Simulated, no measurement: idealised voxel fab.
process module | voxel lift off
cross-section cut | 275 nm wide | cells 5 nm
A cross-section is a grid of square cells, given in bands from the top down. A band is one or more rows of cells.
Each band's line starts with the height of the band's top and of its bottom, in nm. Then come its materials from left to right, each with its width in nm. One material with "throughout" fills the band from edge to edge. "air" is empty space.
Height 0 is the level under which the wafer as received is all one material. The lowest band goes on downwards, as in "0 down".
A width such as "30 to 40" changes by the same amount from each row of cells to the next, from the band's top row to its bottom row.
"no change" after a step means that no cell of the cross-section changed.
closed voids: empty space of 8 cells or more with no open way to the top, each as width x height at its distance from the left edge, in nm
after a step's settings: what the simulator itself notes on the step
overlay nm, on a step with a mask: how far to the right of its planned place the mask lay; to the left if negative
plan
1 op RECEIVE | material Si
2 op CONFORMAL_DEP | material SiN | thk nm 15
3 op PATTERN | tone open | mask id LINES | material resist | width nm 30 | pitch nm 50 | thk nm 15 | overlay nm 0
4 op DIRECTIONAL_DEP | material Ru | thk nm 5
5 op STRIP | etch materials resist
6 op CONFORMAL_DEP | material SiN | thk nm 5
varied across the wafers: thk nm of step 6. The plan shows the first wafer's value. All wafers start alike
first wafer as received, after step 1
  0 down: Si throughout
  closed voids: none
each wafer at the end: cells of each material gained (+) or lost (-) since it was received, then its closed voids
thk nm 5 | +18 Ru | +226 SiN | closed voids: none
thk nm 10 | +18 Ru | +287 SiN | closed voids: none
thk nm 15 | +18 Ru | +344 SiN | closed voids: none
thk nm 20 | +18 Ru | +401 SiN | closed voids: none
thk nm 25 | +18 Ru | +458 SiN | closed voids: none
